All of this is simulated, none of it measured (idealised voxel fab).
process module | voxel double patterning
cross-section cut | 210 nm wide | cells 5 nm
A cross-section in this document is a grid of square cells, and it is written down as bands, the top band listed before the ones below it; a band is made up of one or more rows of cells.
Heights first: top, then bottom, in nm. Then materials, left to right, each with a width in nm. "edge to edge" on a single material: fills the band edge to edge. "empty": empty space.
Basically, 0 is our baseline, since under it the wafer straight out of the box is all one material. The bottom band has no lower end and keeps on going down, so it looks like "0 nm and below".
When a width is written as two numbers, as in "30->40", the first number is the width in the top row of cells of the band and the second is the width in its bottom row, and the width changes by the same amount from each row to the next.
Given "left unchanged" for a step, no cell of the cross-section differs between before and after that step.
"Internal closed voids" contains a list of empty spaces, each no smaller than 8 cells and without an open way to the top, written in the form width x height at distance with the distance from the left edge and all three in nm.
Post-settings text on a step line: simulator's own remark regarding the step.
overlay nm: for a step with a mask, the amount by which the mask lay right of where it was planned; a negative amount means left of it.

[Process steps (planned)]
1. RECEIVE with material Si
2. CONFORMAL_DEP with material SiO2, thk nm 5
3. DIRECTIONAL_DEP with material polySi, thk nm 15
4. DIRECTIONAL_DEP with material SiCN, thk nm 5
5. PATTERN with tone open, mask id FIRST, material resist, width nm 15, pitch nm 50, thk nm 15, overlay nm 0
6. DIRECTIONAL_ETCH with etch materials SiCN, depth nm 5
7. STRIP with etch materials resist
8. PATTERN with tone open, mask id SECOND, material resist, width nm 15, pitch nm 50, thk nm 20, overlay nm -15
9. DIRECTIONAL_ETCH with etch materials SiCN, depth nm 5
10. STRIP with etch materials resist
11. DIRECTIONAL_ETCH with etch materials polySi, depth nm 15
12. STRIP with etch materials SiCN
varied across the wafers: overlay nm of step 8. The plan shows the first wafer's value. All wafers start alike

[Here's the first of the wafers in cross-section, just as we got it, i.e. after step 1]
> 0 nm and below: Si edge to edge
> Internal closed voids: none

[Cross-section of the first of several wafers, taken after step 12, where the module ends]
> 20 nm to 5 nm: polySi: 45; empty: 25; polySi: 25; empty: 25; polySi: 25; empty: 15; polySi: 50
> 5 nm to 0 nm: SiO2 edge to edge
> 0 nm and below: Si edge to edge
> Internal closed voids: none

[The last wafer as seen in cross-section at the end of the module]
> 20 nm to 5 nm: polySi: 45; empty: 15; polySi: 25; empty: 25; polySi: 25; empty: 25; polySi: 50
> 5 nm to 0 nm: SiO2 edge to edge
> 0 nm and below: Si edge to edge
> Internal closed voids: none

[Here is how to read the rows: every wafer has a row, and it shows the wafer at the end of the module, giving for each material how many cells were gained (+) or lost (-) since the wafer was received, then listing its closed voids]
overlay nm -15, +42 SiO2, +87 polySi, Internal closed voids: none
overlay nm -10, +42 SiO2, +81 polySi, Internal closed voids: none
overlay nm -5, +42 SiO2, +81 polySi, Internal closed voids: none
overlay nm 0, +42 SiO2, +81 polySi, Internal closed voids: none
overlay nm 5, +42 SiO2, +81 polySi, Internal closed voids: none
overlay nm 10, +42 SiO2, +81 polySi, Internal closed voids: none
overlay nm 15, +42 SiO2, +87 polySi, Internal closed voids: none
